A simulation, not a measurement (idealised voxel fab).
process module | voxel capacitor over wiring
cross-section cut | 240 nm wide | cells 5 nm
A cross-section is a grid of square cells, given in bands from the top down. A band is one or more rows of cells.
Each band's line starts with the height of the band's top and of its bottom, in nm. Then come its materials from left to right, each with its width in nm. One material with "throughout" fills the band from edge to edge. "air" is empty space.
Height 0 is the level under which the wafer as received is all one material. The lowest band goes on downwards, as in "0 down".
A width such as "30 to 40" changes by the same amount from each row of cells to the next, from the band's top row to its bottom row.
"no change" after a step means that no cell of the cross-section changed.
closed voids: empty space of 8 cells or more with no open way to the top, each as width x height at its distance from the left edge, in nm
after a step's settings: what the simulator itself notes on the step
overlay nm, on a step with a mask: how far to the right of its planned place the mask lay; to the left if negative
plan
1 op RECEIVE | material Si
2 op CONFORMAL_DEP | material SiO2 | thk nm 10
3 op CONFORMAL_DEP | material SiCN | thk nm 5
4 op DIRECTIONAL_DEP | material SiO2 | thk nm 20
5 op DIRECTIONAL_DEP | material aC | thk nm 15
6 op PATTERN | tone open | mask id METAL_1 | material resist | width nm 30 | pitch nm 90 | thk nm 30 | overlay nm 0
7 op DIRECTIONAL_ETCH | etch materials aC | depth nm 15
8 op STRIP | etch materials resist
9 op DIRECTIONAL_ETCH | etch materials SiO2 | depth nm 20
10 op DIRECTIONAL_ETCH | etch materials SiCN | depth nm 5
11 op STRIP | etch materials aC
12 op CONFORMAL_DEP | material TiN | thk nm 5
13 op FILL_DEP | material Cu | thk nm 10
14 op CMP | height nm 35
15 op CONFORMAL_DEP | material SiCN | thk nm 5
16 op DIRECTIONAL_DEP | material lowk | thk nm 20
17 op DIRECTIONAL_DEP | material aC | thk nm 10
18 op PATTERN | tone open | mask id PLUG_1 | material resist | width nm 15 | thk nm 30 | overlay nm 0
19 op DIRECTIONAL_ETCH | etch materials aC | depth nm 10
20 op STRIP | etch materials resist
21 op DIRECTIONAL_ETCH | etch materials lowk | depth nm 20
22 op DIRECTIONAL_ETCH | etch materials SiCN | depth nm 5
23 op STRIP | etch materials aC
24 op EPI | material Ru | thk nm 10
25 op EPI | material Ru | thk nm 10
26 op EPI | material Ru | thk nm 5
27 op DIRECTIONAL_DEP | material TiN | thk nm 10
28 op DIRECTIONAL_DEP | material HfO2 | thk nm 5
29 op DIRECTIONAL_DEP | material TiN | thk nm 10
30 op PATTERN | tone cover | mask id UPPER_PLATE | material resist | width nm 65 | thk nm 20 | overlay nm 0
31 op DIRECTIONAL_ETCH | etch materials TiN | depth nm 10
32 op DIRECTIONAL_ETCH | etch materials HfO2 | depth nm 5
33 op STRIP | etch materials resist
34 op DIRECTIONAL_DEP | material aC | thk nm 10
35 op PATTERN | tone cover | mask id LOWER_PLATE | material resist | width nm 75 | thk nm 25 | overlay nm 0
36 op DIRECTIONAL_ETCH | etch materials aC | depth nm 10
37 op STRIP | etch materials resist
38 op DIRECTIONAL_ETCH | etch materials TiN | depth nm 10
39 op STRIP | etch materials aC
40 op FILL_DEP | material SiO2 | thk nm 20
41 op CMP | height nm 100
42 op DIRECTIONAL_DEP | material aC | thk nm 10
43 op PATTERN | tone open | mask id PLUG_2 | material resist | width nm 15 | thk nm 25 | overlay nm 0
44 op DIRECTIONAL_ETCH | etch materials aC | depth nm 10
45 op STRIP | etch materials resist
46 op DIRECTIONAL_ETCH | etch materials SiO2 | depth nm 15
47 op STRIP | etch materials aC
48 op CONFORMAL_DEP | material TiN | thk nm 5
49 op FILL_DEP | material Cu | thk nm 5
50 op CMP | height nm 100
51 op CONFORMAL_DEP | material SiCN | thk nm 5
as received, after step 1
  0 down: Si throughout
  closed voids: none
a wafer at the end: this start, this plan, one mistake
  105 to 100: SiCN throughout
  100 to 95: SiO2 85 | TiN 15 | SiO2 140
  95 to 85: SiO2 75 | TiN 25 | SiO2 140
  85 to 80: SiO2 75 | HfO2 25 | TiN 40 | SiO2 100
  80 to 75: SiO2 70 | TiN 70 | SiO2 100
  75 to 70: SiO2 70 | TiN 30 | HfO2 40 | SiO2 100
  70 to 60: SiO2 65 | Ru 35 | TiN 45 | SiO2 95
  60 to 40: lowk 75 | Ru 15 | lowk 150
  40 to 35: SiCN 75 | Ru 15 | SiCN 150
  35 to 15: SiO2 60 | TiN 5 | Cu 20 | TiN 5 | SiO2 60 | TiN 5 | Cu 20 | TiN 5 | SiO2 60
  15 to 10: SiCN 60 | TiN 30 | SiCN 60 | TiN 30 | SiCN 60
  10 to 0: SiO2 throughout
  0 down: Si throughout
  closed voids: none
what went wrong: one of the steps 24 and 25, which are alike, was run twice
